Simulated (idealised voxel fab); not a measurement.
This section sets out a process module, namely voxel quadruple lines.
Square cells of 5 nm make up the cross-section cut, whose width is 265 nm.
Think of the cross-section as a grid of square cells. We describe it in bands, top to bottom, and each band covers one or more rows of those cells.
It is stipulated that each band's entry specify, in nanometres, the height of the top of the band and then that of its bottom, followed by the materials of the band in left-to-right sequence, each together with its width in nanometres. A single material marked by the word "all across" is understood to fill the band from edge to edge; the word "blank" is understood to denote empty space.
Convention: height 0 is the level below which the wafer, as received, is all one material. The lowest band does not terminate at the bottom but continues downward, represented as "0 -> down".
Per-row width for "30..40": begins at first number (top row of band), ends at second number (bottom row), increment between rows held constant.
"nothing got changed" (step): cross-section cells unchanged, all of them.
"Entrapped voids" means: voids of 8 cells or more that are shut off from the top with no open way through. Written width x height at distance, distance from the left edge, in nm.
Text after the settings on a step's line: the simulator's own remark on that step.
overlay nm: how far to the right of its planned place the mask lay on this masked step (negative: to the left).
Layout of what follows: cross-section pairs, each bracketing one process step, the after cross-section shown only to the lowest band that changed, the step between and its settings noted under each pair. Pairs may originate in different runs of this module on the same starting wafer; a pair continues from the pair above only where its entry headed "Status quo ante" says so.

### Status quo ante
- 0 -> down | Si all across
- Entrapped voids: none

### Cut View, Post-Step
- 10 -> 0 | SiO2 all across
- Everything under 0 stays put, no change at all.
- Entrapped voids: none
In between the cross-sections above, the run called for CONFORMAL_DEP: material SiO2, thk nm 10

Status quo ante: this step begins from the cross-section that the pair just above shows after its step.

### Cut View, Post-Step
- 25 -> 10 | Ru all across
- Everything under 10 stays put, no change at all.
- Entrapped voids: none
In between the cross-sections above, the run called for DIRECTIONAL_DEP: material Ru, thk nm 15

Status quo ante: this step begins from the cross-section that the pair just above shows after its step.

### Cut View, Post-Step
- 45 -> 25 | polySi all across
- Everything under 25 stays put, no change at all.
- Entrapped voids: none
In between the cross-sections above, the run called for DIRECTIONAL_DEP: material polySi, thk nm 20

Status quo ante: this step begins from the cross-section that the pair just above shows after its step.

### Cut View, Post-Step
- 70 -> 45 | aC all across
- Everything under 45 stays put, no change at all.
- Entrapped voids: none
In between the cross-sections above, the run called for DIRECTIONAL_DEP: material aC, thk nm 25

Status quo ante: this step begins from the cross-section that the pair just above shows after its step.

### Cut View, Post-Step
- 105 -> 70 | blank=120, then resist=25, then blank=120
- Everything under 70 stays put, no change at all.
- Entrapped voids: none
In between the cross-sections above, the run called for PATTERN: tone cover, mask id MANDREL, material resist, width nm 25, thk nm 35, overlay nm 0

Status quo ante: this step begins from the cross-section that the pair just above shows after its step.

### Cut View, Post-Step
- 80 -> 70 | blank=120, then resist=25, then blank=120
- 70 -> 45 | blank=120, then aC=25, then blank=120
- Everything under 45 stays put, no change at all.
- Entrapped voids: none
In between the cross-sections above, the run called for DIRECTIONAL_ETCH: etch materials aC, depth nm 25

Status quo ante: this step begins from the cross-section that the pair just above shows after its step.

### Cut View, Post-Step
- 70 -> 45 | blank=120, then aC=25, then blank=120
- Everything under 45 stays put, no change at all.
- Entrapped voids: none
In between the cross-sections above, the run called for STRIP: etch materials resist

Status quo ante: this step begins from the cross-section that the pair just above shows after its step.

### Cut View, Post-Step
- 85 -> 70 | blank=105, then SiO2=55, then blank=105
- 70 -> 60 | blank=105, then SiO2=15, then aC=25, then SiO2=15, then blank=105
- 60 -> 45 | SiO2=120, then aC=25, then SiO2=120
- Everything under 45 stays put, no change at all.
- Entrapped voids: none
In between the cross-sections above, the run called for CONFORMAL_DEP: material SiO2, thk nm 15

Status quo ante: this step begins from the cross-section that the pair just above shows after its step.

### Cut View, Post-Step
- 70 -> 45 | blank=105, then SiO2=15, then aC=25, then SiO2=15, then blank=105
- Everything under 45 stays put, no change at all.
- Entrapped voids: none
In between the cross-sections above, the run called for DIRECTIONAL_ETCH: etch materials SiO2, depth nm 15

Status quo ante: this step begins from the cross-section that the pair just above shows after its step.

### Cut View, Post-Step
- 70 -> 45 | blank=105, then SiO2=15, then blank=25, then SiO2=15, then blank=105
- Everything under 45 stays put, no change at all.
- Entrapped voids: none
In between the cross-sections above, the run called for STRIP: etch materials aC

Status quo ante: this step begins from the cross-section that the pair just above shows after its step.

### Cut View, Post-Step
- 70 -> 45 | blank=105, then SiO2=15, then blank=25, then SiO2=15, then blank=105
- 45 -> 25 | blank=105, then polySi=15, then blank=25, then polySi=15, then blank=105
- Everything under 25 stays put, no change at all.
- Entrapped voids: none
In between the cross-sections above, the run called for DIRECTIONAL_ETCH: etch materials polySi, depth nm 20

Status quo ante: this step begins from the cross-section that the pair just above shows after its step.

### Cut View, Post-Step
- 45 -> 25 | blank=105, then polySi=15, then blank=25, then polySi=15, then blank=105
- Everything under 25 stays put, no change at all.
- Entrapped voids: none
In between the cross-sections above, the run called for STRIP: etch materials SiO2

Status quo ante: this step begins from the cross-section that the pair just above shows after its step.

### Cut View, Post-Step
- 50 -> 45 | blank=100, then SiN=25, then blank=15, then SiN=25, then blank=100
- 45 -> 30 | blank=100, then SiN=5, then polySi=15, then SiN=5, then blank=15, then SiN=5, then polySi=15, then SiN=5, then blank=100
- 30 -> 25 | SiN=105, then polySi=15, then SiN=25, then polySi=15, then SiN=105
- Everything under 25 stays put, no change at all.
- Entrapped voids: none
In between the cross-sections above, the run called for CONFORMAL_DEP: material SiN, thk nm 5

Status quo ante: this step begins from the cross-section that the pair just above shows after its step.

### Cut View, Post-Step
- 45 -> 25 | blank=100, then SiN=5, then polySi=15, then SiN=5, then blank=15, then SiN=5, then polySi=15, then SiN=5, then blank=100
- Everything under 25 stays put, no change at all.
- Entrapped voids: none
In between the cross-sections above, the run called for DIRECTIONAL_ETCH: etch materials SiN, depth nm 5

Status quo ante: this step begins from the cross-section that the pair just above shows after its step.

### Cut View, Post-Step
- 45 -> 25 | blank=100, then SiN=5, then blank=15, then SiN=5, then blank=15, then SiN=5, then blank=15, then SiN=5, then blank=100
- Everything under 25 stays put, no change at all.
- Entrapped voids: none
In between the cross-sections above, the run called for STRIP: etch materials polySi

Status quo ante: this step begins from the cross-section that the pair just above shows after its step.

### Cut View, Post-Step
- 45 -> 25 | blank=100, then SiN=5, then blank=15, then SiN=5, then blank=15, then SiN=5, then blank=15, then SiN=5, then blank=100
- 25 -> 10 | blank=100, then Ru=5, then blank=15, then Ru=5, then blank=15, then Ru=5, then blank=15, then Ru=5, then blank=100
- Everything under 10 stays put, no change at all.
- Entrapped voids: none
In between the cross-sections above, the run called for DIRECTIONAL_ETCH: etch materials Ru, depth nm 15

Status quo ante: this step begins from the cross-section that the pair just above shows after its step.

### Cut View, Post-Step
- 25 -> 10 | blank=100, then Ru=5, then blank=15, then Ru=5, then blank=15, then Ru=5, then blank=15, then Ru=5, then blank=100
- Everything under 10 stays put, no change at all.
- Entrapped voids: none
In between the cross-sections above, the run called for STRIP: etch materials SiN

### Status quo ante
- 0 -> down | Si all across
- Entrapped voids: none

### Cut View, Post-Step
- 15 -> 0 | Ru all across
- Everything under 0 stays put, no change at all.
- Entrapped voids: none
In between the cross-sections above, the run called for DIRECTIONAL_DEP: material Ru, thk nm 15

Status quo ante: this step begins from the cross-section that the pair just above shows after its step.

### Cut View, Post-Step
- 35 -> 15 | polySi all across
- Everything under 15 stays put, no change at all.
- Entrapped voids: none
In between the cross-sections above, the run called for DIRECTIONAL_DEP: material polySi, thk nm 20

Status quo ante: this step begins from the cross-section that the pair just above shows after its step.

### Cut View, Post-Step
- 60 -> 35 | aC all across
- Everything under 35 stays put, no change at all.
- Entrapped voids: none
In between the cross-sections above, the run called for DIRECTIONAL_DEP: material aC, thk nm 25

Status quo ante: this step begins from the cross-section that the pair just above shows after its step.

### Cut View, Post-Step
- 95 -> 60 | blank=120, then resist=25, then blank=120
- Everything under 60 stays put, no change at all.
- Entrapped voids: none
In between the cross-sections above, the run called for PATTERN: tone cover, mask id MANDREL, material resist, width nm 25, thk nm 35, overlay nm 0

Status quo ante: this step begins from the cross-section that the pair just above shows after its step.

### Cut View, Post-Step
- 70 -> 60 | blank=120, then resist=25, then blank=120
- 60 -> 35 | blank=120, then aC=25, then blank=120
- Everything under 35 stays put, no change at all.
- Entrapped voids: none
In between the cross-sections above, the run called for DIRECTIONAL_ETCH: etch materials aC, depth nm 25

Status quo ante: this step begins from the cross-section that the pair just above shows after its step.

### Cut View, Post-Step
- 60 -> 35 | blank=120, then aC=25, then blank=120
- Everything under 35 stays put, no change at all.
- Entrapped voids: none
In between the cross-sections above, the run called for STRIP: etch materials resist

Status quo ante: this step begins from the cross-section that the pair just above shows after its step.

### Cut View, Post-Step
- 75 -> 60 | blank=105, then SiO2=55, then blank=105
- 60 -> 50 | blank=105, then SiO2=15, then aC=25, then SiO2=15, then blank=105
- 50 -> 35 | SiO2=120, then aC=25, then SiO2=120
- Everything under 35 stays put, no change at all.
- Entrapped voids: none
In between the cross-sections above, the run called for CONFORMAL_DEP: material SiO2, thk nm 15

Status quo ante: this step begins from the cross-section that the pair just above shows after its step.

### Cut View, Post-Step
- 60 -> 35 | blank=105, then SiO2=15, then aC=25, then SiO2=15, then blank=105
- Everything under 35 stays put, no change at all.
- Entrapped voids: none
In between the cross-sections above, the run called for DIRECTIONAL_ETCH: etch materials SiO2, depth nm 15

Status quo ante: this step begins from the cross-section that the pair just above shows after its step.

### Cut View, Post-Step
- 60 -> 35 | blank=105, then SiO2=15, then blank=25, then SiO2=15, then blank=105
- Everything under 35 stays put, no change at all.
- Entrapped voids: none
In between the cross-sections above, the run called for STRIP: etch materials aC

Status quo ante: this step begins from the cross-section that the pair just above shows after its step.

### Cut View, Post-Step
- 60 -> 35 | blank=105, then SiO2=15, then blank=25, then SiO2=15, then blank=105
- 35 -> 15 | blank=105, then polySi=15, then blank=25, then polySi=15, then blank=105
- Everything under 15 stays put, no change at all.
- Entrapped voids: none
In between the cross-sections above, the run called for DIRECTIONAL_ETCH: etch materials polySi, depth nm 20

Status quo ante: this step begins from the cross-section that the pair just above shows after its step.

### Cut View, Post-Step
- 35 -> 15 | blank=105, then polySi=15, then blank=25, then polySi=15, then blank=105
- Everything under 15 stays put, no change at all.
- Entrapped voids: none
In between the cross-sections above, the run called for STRIP: etch materials SiO2

Status quo ante: this step begins from the cross-section that the pair just above shows after its step.

### Cut View, Post-Step
- 40 -> 35 | blank=100, then SiN=25, then blank=15, then SiN=25, then blank=100
- 35 -> 20 | blank=100, then SiN=5, then polySi=15, then SiN=5, then blank=15, then SiN=5, then polySi=15, then SiN=5, then blank=100
- 20 -> 15 | SiN=105, then polySi=15, then SiN=25, then polySi=15, then SiN=105
- Everything under 15 stays put, no change at all.
- Entrapped voids: none
In between the cross-sections above, the run called for CONFORMAL_DEP: material SiN, thk nm 5

Status quo ante: this step begins from the cross-section that the pair just above shows after its step.

### Cut View, Post-Step
- 35 -> 15 | blank=100, then SiN=5, then polySi=15, then SiN=5, then blank=15, then SiN=5, then polySi=15, then SiN=5, then blank=100
- Everything under 15 stays put, no change at all.
- Entrapped voids: none
In between the cross-sections above, the run called for DIRECTIONAL_ETCH: etch materials SiN, depth nm 5

Status quo ante: this step begins from the cross-section that the pair just above shows after its step.

### Cut View, Post-Step
- 35 -> 15 | blank=100, then SiN=5, then blank=15, then SiN=5, then blank=15, then SiN=5, then blank=15, then SiN=5, then blank=100
- Everything under 15 stays put, no change at all.
- Entrapped voids: none
In between the cross-sections above, the run called for STRIP: etch materials polySi

Status quo ante: this step begins from the cross-section that the pair just above shows after its step.

### Cut View, Post-Step
- 35 -> 15 | blank=100, then SiN=5, then blank=15, then SiN=5, then blank=15, then SiN=5, then blank=15, then SiN=5, then blank=100
- 15 -> 0 | blank=100, then Ru=5, then blank=15, then Ru=5, then blank=15, then Ru=5, then blank=15, then Ru=5, then blank=100
- Everything under 0 stays put, no change at all.
- Entrapped voids: none
In between the cross-sections above, the run called for DIRECTIONAL_ETCH: etch materials Ru, depth nm 15

Status quo ante: this step begins from the cross-section that the pair just above shows after its step.

### Cut View, Post-Step
- 15 -> 0 | blank=100, then Ru=5, then blank=15, then Ru=5, then blank=15, then Ru=5, then blank=15, then Ru=5, then blank=100
- Everything under 0 stays put, no change at all.
- Entrapped voids: none
In between the cross-sections above, the run called for STRIP: etch materials SiN

### Status quo ante
- 25 -> 10 | Ru all across
- 10 -> 0 | SiO2 all across
- 0 -> down | Si all across
- Entrapped voids: none

### Cut View, Post-Step
- 40 -> 10 | Ru all across
- Everything under 10 stays put, no change at all.
- Entrapped voids: none
In between the cross-sections above, the run called for DIRECTIONAL_DEP: material Ru, thk nm 15

Status quo ante: this step begins from the cross-section that the pair just above shows after its step.

### Cut View, Post-Step
- 60 -> 40 | polySi all across
- Everything under 40 stays put, no change at all.
- Entrapped voids: none
In between the cross-sections above, the run called for DIRECTIONAL_DEP: material polySi, thk nm 20

Status quo ante: this step begins from the cross-section that the pair just above shows after its step.

### Cut View, Post-Step
- 85 -> 60 | aC all across
- Everything under 60 stays put, no change at all.
- Entrapped voids: none
In between the cross-sections above, the run called for DIRECTIONAL_DEP: material aC, thk nm 25

Status quo ante: this step begins from the cross-section that the pair just above shows after its step.

### Cut View, Post-Step
- 120 -> 85 | blank=120, then resist=25, then blank=120
- Everything under 85 stays put, no change at all.
- Entrapped voids: none
In between the cross-sections above, the run called for PATTERN: tone cover, mask id MANDREL, material resist, width nm 25, thk nm 35, overlay nm 0

Status quo ante: this step begins from the cross-section that the pair just above shows after its step.

### Cut View, Post-Step
- 95 -> 85 | blank=120, then resist=25, then blank=120
- 85 -> 60 | blank=120, then aC=25, then blank=120
- Everything under 60 stays put, no change at all.
- Entrapped voids: none
In between the cross-sections above, the run called for DIRECTIONAL_ETCH: etch materials aC, depth nm 25

Status quo ante: this step begins from the cross-section that the pair just above shows after its step.

### Cut View, Post-Step
- 85 -> 60 | blank=120, then aC=25, then blank=120
- Everything under 60 stays put, no change at all.
- Entrapped voids: none
In between the cross-sections above, the run called for STRIP: etch materials resist

Status quo ante: this step begins from the cross-section that the pair just above shows after its step.

### Cut View, Post-Step
- 100 -> 85 | blank=105, then SiO2=55, then blank=105
- 85 -> 75 | blank=105, then SiO2=15, then aC=25, then SiO2=15, then blank=105
- 75 -> 60 | SiO2=120, then aC=25, then SiO2=120
- Everything under 60 stays put, no change at all.
- Entrapped voids: none
In between the cross-sections above, the run called for CONFORMAL_DEP: material SiO2, thk nm 15

Status quo ante: this step begins from the cross-section that the pair just above shows after its step.

### Cut View, Post-Step
- 85 -> 60 | blank=105, then SiO2=15, then aC=25, then SiO2=15, then blank=105
- Everything under 60 stays put, no change at all.
- Entrapped voids: none
In between the cross-sections above, the run called for DIRECTIONAL_ETCH: etch materials SiO2, depth nm 15

Status quo ante: this step begins from the cross-section that the pair just above shows after its step.

### Cut View, Post-Step
- 85 -> 60 | blank=105, then SiO2=15, then blank=25, then SiO2=15, then blank=105
- Everything under 60 stays put, no change at all.
- Entrapped voids: none
In between the cross-sections above, the run called for STRIP: etch materials aC

Status quo ante: this step begins from the cross-section that the pair just above shows after its step.

### Cut View, Post-Step
- 85 -> 60 | blank=105, then SiO2=15, then blank=25, then SiO2=15, then blank=105
- 60 -> 40 | blank=105, then polySi=15, then blank=25, then polySi=15, then blank=105
- Everything under 40 stays put, no change at all.
- Entrapped voids: none
In between the cross-sections above, the run called for DIRECTIONAL_ETCH: etch materials polySi, depth nm 20

Status quo ante: this step begins from the cross-section that the pair just above shows after its step.

### Cut View, Post-Step
- 60 -> 40 | blank=105, then polySi=15, then blank=25, then polySi=15, then blank=105
- Everything under 40 stays put, no change at all.
- Entrapped voids: none
In between the cross-sections above, the run called for STRIP: etch materials SiO2

Status quo ante: this step begins from the cross-section that the pair just above shows after its step.

### Cut View, Post-Step
- 65 -> 60 | blank=100, then SiN=25, then blank=15, then SiN=25, then blank=100
- 60 -> 45 | blank=100, then SiN=5, then polySi=15, then SiN=5, then blank=15, then SiN=5, then polySi=15, then SiN=5, then blank=100
- 45 -> 40 | SiN=105, then polySi=15, then SiN=25, then polySi=15, then SiN=105
- Everything under 40 stays put, no change at all.
- Entrapped voids: none
In between the cross-sections above, the run called for CONFORMAL_DEP: material SiN, thk nm 5

Status quo ante: this step begins from the cross-section that the pair just above shows after its step.

### Cut View, Post-Step
- 60 -> 40 | blank=100, then SiN=5, then polySi=15, then SiN=5, then blank=15, then SiN=5, then polySi=15, then SiN=5, then blank=100
- Everything under 40 stays put, no change at all.
- Entrapped voids: none
In between the cross-sections above, the run called for DIRECTIONAL_ETCH: etch materials SiN, depth nm 5

Status quo ante: this step begins from the cross-section that the pair just above shows after its step.

### Cut View, Post-Step
- 60 -> 40 | blank=100, then SiN=5, then blank=15, then SiN=5, then blank=15, then SiN=5, then blank=15, then SiN=5, then blank=100
- Everything under 40 stays put, no change at all.
- Entrapped voids: none
In between the cross-sections above, the run called for STRIP: etch materials polySi

Status quo ante: this step begins from the cross-section that the pair just above shows after its step.

### Cut View, Post-Step
- 60 -> 40 | blank=100, then SiN=5, then blank=15, then SiN=5, then blank=15, then SiN=5, then blank=15, then SiN=5, then blank=100
- 40 -> 25 | blank=100, then Ru=5, then blank=15, then Ru=5, then blank=15, then Ru=5, then blank=15, then Ru=5, then blank=100
- Everything under 25 stays put, no change at all.
- Entrapped voids: none
In between the cross-sections above, the run called for DIRECTIONAL_ETCH: etch materials Ru, depth nm 15

Status quo ante: this step begins from the cross-section that the pair just above shows after its step.

### Cut View, Post-Step
- 40 -> 25 | blank=100, then Ru=5, then blank=15, then Ru=5, then blank=15, then Ru=5, then blank=15, then Ru=5, then blank=100
- Everything under 25 stays put, no change at all.
- Entrapped voids: none
In between the cross-sections above, the run called for STRIP: etch materials SiN

### Status quo ante
- 25 -> 10 | Ru all across
- 10 -> 0 | SiO2 all across
- 0 -> down | Si all across
- Entrapped voids: none

### Cut View, Post-Step
- 50 -> 25 | aC all across
- Everything under 25 stays put, no change at all.
- Entrapped voids: none
In between the cross-sections above, the run called for DIRECTIONAL_DEP: material aC, thk nm 25

Status quo ante: this step begins from the cross-section that the pair just above shows after its step.

### Cut View, Post-Step
- 70 -> 50 | polySi all across
- Everything under 50 stays put, no change at all.
- Entrapped voids: none
In between the cross-sections above, the run called for DIRECTIONAL_DEP: material polySi, thk nm 20

Status quo ante: this step begins from the cross-section that the pair just above shows after its step.

### Cut View, Post-Step
- 105 -> 70 | blank=120, then resist=25, then blank=120
- Everything under 70 stays put, no change at all.
- Entrapped voids: none
In between the cross-sections above, the run called for PATTERN: tone cover, mask id MANDREL, material resist, width nm 25, thk nm 35, overlay nm 0

Status quo ante: this step begins from the cross-section that the pair just above shows after its step.

### Cut View, Post-Step
- 80 -> 70 | blank=120, then resist=25, then blank=120
- Everything under 70 stays put, no change at all.
- Entrapped voids: none
In between the cross-sections above, the run called for DIRECTIONAL_ETCH: etch materials aC, depth nm 25

Status quo ante: this step begins from the cross-section that the pair just above shows after its step.

### Cut View, Post-Step
- 70 -> 50 | polySi all across
- Everything under 50 stays put, no change at all.
- Entrapped voids: none
In between the cross-sections above, the run called for STRIP: etch materials resist

Status quo ante: this step begins from the cross-section that the pair just above shows after its step.

### Cut View, Post-Step
- 85 -> 70 | SiO2 all across
- Everything under 70 stays put, no change at all.
- Entrapped voids: none
In between the cross-sections above, the run called for CONFORMAL_DEP: material SiO2, thk nm 15

Status quo ante: this step begins from the cross-section that the pair just above shows after its step.

### Cut View, Post-Step
- 70 -> 50 | polySi all across
- Everything under 50 stays put, no change at all.
- Entrapped voids: none
In between the cross-sections above, the run called for DIRECTIONAL_ETCH: etch materials SiO2, depth nm 15

Status quo ante: this step begins from the cross-section that the pair just above shows after its step.

### Cut View, Post-Step
- 50 -> 25 | aC all across
- Everything under 25 stays put, no change at all.
- Entrapped voids: none
In between the cross-sections above, the run called for DIRECTIONAL_ETCH: etch materials polySi, depth nm 20

Status quo ante: this step begins from the cross-section that the pair just above shows after its step.

### Cut View, Post-Step
- 55 -> 50 | SiN all across
- Everything under 50 stays put, no change at all.
- Entrapped voids: none
In between the cross-sections above, the run called for CONFORMAL_DEP: material SiN, thk nm 5

Status quo ante: this step begins from the cross-section that the pair just above shows after its step.

### Cut View, Post-Step
- 50 -> 25 | aC all across
- Everything under 25 stays put, no change at all.
- Entrapped voids: none
In between the cross-sections above, the run called for DIRECTIONAL_ETCH: etch materials SiN, depth nm 5

### Status quo ante
- 10 -> 0 | SiO2 all across
- 0 -> down | Si all across
- Entrapped voids: none

### Cut View, Post-Step
- 15 -> 10 | Ru all across
- Everything under 10 stays put, no change at all.
- Entrapped voids: none
In between the cross-sections above, the run called for DIRECTIONAL_DEP: material Ru, thk nm 5

Status quo ante: this step begins from the cross-section that the pair just above shows after its step.

### Cut View, Post-Step
- 35 -> 15 | polySi all across
- Everything under 15 stays put, no change at all.
- Entrapped voids: none
In between the cross-sections above, the run called for DIRECTIONAL_DEP: material polySi, thk nm 20

Status quo ante: this step begins from the cross-section that the pair just above shows after its step.

### Cut View, Post-Step
- 60 -> 35 | aC all across
- Everything under 35 stays put, no change at all.
- Entrapped voids: none
In between the cross-sections above, the run called for DIRECTIONAL_DEP: material aC, thk nm 25

Status quo ante: this step begins from the cross-section that the pair just above shows after its step.

### Cut View, Post-Step
- 95 -> 60 | blank=120, then resist=25, then blank=120
- Everything under 60 stays put, no change at all.
- Entrapped voids: none
In between the cross-sections above, the run called for PATTERN: tone cover, mask id MANDREL, material resist, width nm 25, thk nm 35, overlay nm 0

Status quo ante: this step begins from the cross-section that the pair just above shows after its step.

### Cut View, Post-Step
- 70 -> 60 | blank=120, then resist=25, then blank=120
- 60 -> 35 | blank=120, then aC=25, then blank=120
- Everything under 35 stays put, no change at all.
- Entrapped voids: none
In between the cross-sections above, the run called for DIRECTIONAL_ETCH: etch materials aC, depth nm 25

Status quo ante: this step begins from the cross-section that the pair just above shows after its step.

### Cut View, Post-Step
- 60 -> 35 | blank=120, then aC=25, then blank=120
- Everything under 35 stays put, no change at all.
- Entrapped voids: none
In between the cross-sections above, the run called for STRIP: etch materials resist

Status quo ante: this step begins from the cross-section that the pair just above shows after its step.

### Cut View, Post-Step
- 75 -> 60 | blank=105, then SiO2=55, then blank=105
- 60 -> 50 | blank=105, then SiO2=15, then aC=25, then SiO2=15, then blank=105
- 50 -> 35 | SiO2=120, then aC=25, then SiO2=120
- Everything under 35 stays put, no change at all.
- Entrapped voids: none
In between the cross-sections above, the run called for CONFORMAL_DEP: material SiO2, thk nm 15

Status quo ante: this step begins from the cross-section that the pair just above shows after its step.

### Cut View, Post-Step
- 60 -> 35 | blank=105, then SiO2=15, then aC=25, then SiO2=15, then blank=105
- Everything under 35 stays put, no change at all.
- Entrapped voids: none
In between the cross-sections above, the run called for DIRECTIONAL_ETCH: etch materials SiO2, depth nm 15

Status quo ante: this step begins from the cross-section that the pair just above shows after its step.

### Cut View, Post-Step
- 60 -> 35 | blank=105, then SiO2=15, then blank=25, then SiO2=15, then blank=105
- Everything under 35 stays put, no change at all.
- Entrapped voids: none
In between the cross-sections above, the run called for STRIP: etch materials aC

Status quo ante: this step begins from the cross-section that the pair just above shows after its step.

### Cut View, Post-Step
- 60 -> 35 | blank=105, then SiO2=15, then blank=25, then SiO2=15, then blank=105
- 35 -> 15 | blank=105, then polySi=15, then blank=25, then polySi=15, then blank=105
- Everything under 15 stays put, no change at all.
- Entrapped voids: none
In between the cross-sections above, the run called for DIRECTIONAL_ETCH: etch materials polySi, depth nm 20

Status quo ante: this step begins from the cross-section that the pair just above shows after its step.

### Cut View, Post-Step
- 35 -> 15 | blank=105, then polySi=15, then blank=25, then polySi=15, then blank=105
- Everything under 15 stays put, no change at all.
- Entrapped voids: none
In between the cross-sections above, the run called for STRIP: etch materials SiO2

Status quo ante: this step begins from the cross-section that the pair just above shows after its step.

### Cut View, Post-Step
- 40 -> 35 | blank=100, then SiN=25, then blank=15, then SiN=25, then blank=100
- 35 -> 20 | blank=100, then SiN=5, then polySi=15, then SiN=5, then blank=15, then SiN=5, then polySi=15, then SiN=5, then blank=100
- 20 -> 15 | SiN=105, then polySi=15, then SiN=25, then polySi=15, then SiN=105
- Everything under 15 stays put, no change at all.
- Entrapped voids: none
In between the cross-sections above, the run called for CONFORMAL_DEP: material SiN, thk nm 5

Status quo ante: this step begins from the cross-section that the pair just above shows after its step.

### Cut View, Post-Step
- 35 -> 15 | blank=100, then SiN=5, then polySi=15, then SiN=5, then blank=15, then SiN=5, then polySi=15, then SiN=5, then blank=100
- Everything under 15 stays put, no change at all.
- Entrapped voids: none
In between the cross-sections above, the run called for DIRECTIONAL_ETCH: etch materials SiN, depth nm 5

Status quo ante: this step begins from the cross-section that the pair just above shows after its step.

### Cut View, Post-Step
- 35 -> 15 | blank=100, then SiN=5, then blank=15, then SiN=5, then blank=15, then SiN=5, then blank=15, then SiN=5, then blank=100
- Everything under 15 stays put, no change at all.
- Entrapped voids: none
In between the cross-sections above, the run called for STRIP: etch materials polySi

Status quo ante: this step begins from the cross-section that the pair just above shows after its step.

### Cut View, Post-Step
- 35 -> 15 | blank=100, then SiN=5, then blank=15, then SiN=5, then blank=15, then SiN=5, then blank=15, then SiN=5, then blank=100
- 15 -> 10 | blank=100, then Ru=5, then blank=15, then Ru=5, then blank=15, then Ru=5, then blank=15, then Ru=5, then blank=100
- Everything under 10 stays put, no change at all.
- Entrapped voids: none
In between the cross-sections above, the run called for DIRECTIONAL_ETCH: etch materials Ru, depth nm 15

Status quo ante: this step begins from the cross-section that the pair just above shows after its step.

### Cut View, Post-Step
- 15 -> 10 | blank=100, then Ru=5, then blank=15, then Ru=5, then blank=15, then Ru=5, then blank=15, then Ru=5, then blank=100
- Everything under 10 stays put, no change at all.
- Entrapped voids: none
In between the cross-sections above, the run called for STRIP: etch materials SiN

### Status quo ante
- 70 -> 45 | aC all across
- 45 -> 25 | polySi all across
- 25 -> 10 | Ru all across
- 10 -> 0 | SiO2 all across
- 0 -> down | Si all across
- Entrapped voids: none

### Cut View, Post-Step
- 105 -> 70 | blank=115, then resist=35, then blank=115
- Everything under 70 stays put, no change at all.
- Entrapped voids: none
In between the cross-sections above, the run called for PATTERN: tone cover, mask id MANDREL, material resist, width nm 35, thk nm 35, overlay nm 0

Status quo ante: this step begins from the cross-section that the pair just above shows after its step.

### Cut View, Post-Step
- 80 -> 70 | blank=115, then resist=35, then blank=115
- 70 -> 45 | blank=115, then aC=35, then blank=115
- Everything under 45 stays put, no change at all.
- Entrapped voids: none
In between the cross-sections above, the run called for DIRECTIONAL_ETCH: etch materials aC, depth nm 25

Status quo ante: this step begins from the cross-section that the pair just above shows after its step.

### Cut View, Post-Step
- 70 -> 45 | blank=115, then aC=35, then blank=115
- Everything under 45 stays put, no change at all.
- Entrapped voids: none
In between the cross-sections above, the run called for STRIP: etch materials resist

Status quo ante: this step begins from the cross-section that the pair just above shows after its step.

### Cut View, Post-Step
- 85 -> 70 | blank=100, then SiO2=65, then blank=100
- 70 -> 60 | blank=100, then SiO2=15, then aC=35, then SiO2=15, then blank=100
- 60 -> 45 | SiO2=115, then aC=35, then SiO2=115
- Everything under 45 stays put, no change at all.
- Entrapped voids: none
In between the cross-sections above, the run called for CONFORMAL_DEP: material SiO2, thk nm 15

Status quo ante: this step begins from the cross-section that the pair just above shows after its step.

### Cut View, Post-Step
- 70 -> 45 | blank=100, then SiO2=15, then aC=35, then SiO2=15, then blank=100
- Everything under 45 stays put, no change at all.
- Entrapped voids: none
In between the cross-sections above, the run called for DIRECTIONAL_ETCH: etch materials SiO2, depth nm 15

Status quo ante: this step begins from the cross-section that the pair just above shows after its step.

### Cut View, Post-Step
- 70 -> 45 | blank=100, then SiO2=15, then blank=35, then SiO2=15, then blank=100
- Everything under 45 stays put, no change at all.
- Entrapped voids: none
In between the cross-sections above, the run called for STRIP: etch materials aC

Status quo ante: this step begins from the cross-section that the pair just above shows after its step.

### Cut View, Post-Step
- 70 -> 45 | blank=100, then SiO2=15, then blank=35, then SiO2=15, then blank=100
- 45 -> 25 | blank=100, then polySi=15, then blank=35, then polySi=15, then blank=100
- Everything under 25 stays put, no change at all.
- Entrapped voids: none
In between the cross-sections above, the run called for DIRECTIONAL_ETCH: etch materials polySi, depth nm 20

Status quo ante: this step begins from the cross-section that the pair just above shows after its step.

### Cut View, Post-Step
- 45 -> 25 | blank=100, then polySi=15, then blank=35, then polySi=15, then blank=100
- Everything under 25 stays put, no change at all.
- Entrapped voids: none
In between the cross-sections above, the run called for STRIP: etch materials SiO2

Status quo ante: this step begins from the cross-section that the pair just above shows after its step.

### Cut View, Post-Step
- 50 -> 45 | blank=95, then SiN=25, then blank=25, then SiN=25, then blank=95
- 45 -> 30 | blank=95, then SiN=5, then polySi=15, then SiN=5, then blank=25, then SiN=5, then polySi=15, then SiN=5, then blank=95
- 30 -> 25 | SiN=100, then polySi=15, then SiN=35, then polySi=15, then SiN=100
- Everything under 25 stays put, no change at all.
- Entrapped voids: none
In between the cross-sections above, the run called for CONFORMAL_DEP: material SiN, thk nm 5

Status quo ante: this step begins from the cross-section that the pair just above shows after its step.

### Cut View, Post-Step
- 45 -> 25 | blank=95, then SiN=5, then polySi=15, then SiN=5, then blank=25, then SiN=5, then polySi=15, then SiN=5, then blank=95
- Everything under 25 stays put, no change at all.
- Entrapped voids: none
In between the cross-sections above, the run called for DIRECTIONAL_ETCH: etch materials SiN, depth nm 5

Status quo ante: this step begins from the cross-section that the pair just above shows after its step.

### Cut View, Post-Step
- 45 -> 25 | blank=95, then SiN=5, then blank=15, then SiN=5, then blank=25, then SiN=5, then blank=15, then SiN=5, then blank=95
- Everything under 25 stays put, no change at all.
- Entrapped voids: none
In between the cross-sections above, the run called for STRIP: etch materials polySi

Status quo ante: this step begins from the cross-section that the pair just above shows after its step.

### Cut View, Post-Step
- 45 -> 25 | blank=95, then SiN=5, then blank=15, then SiN=5, then blank=25, then SiN=5, then blank=15, then SiN=5, then blank=95
- 25 -> 10 | blank=95, then Ru=5, then blank=15, then Ru=5, then blank=25, then Ru=5, then blank=15, then Ru=5, then blank=95
- Everything under 10 stays put, no change at all.
- Entrapped voids: none
In between the cross-sections above, the run called for DIRECTIONAL_ETCH: etch materials Ru, depth nm 15
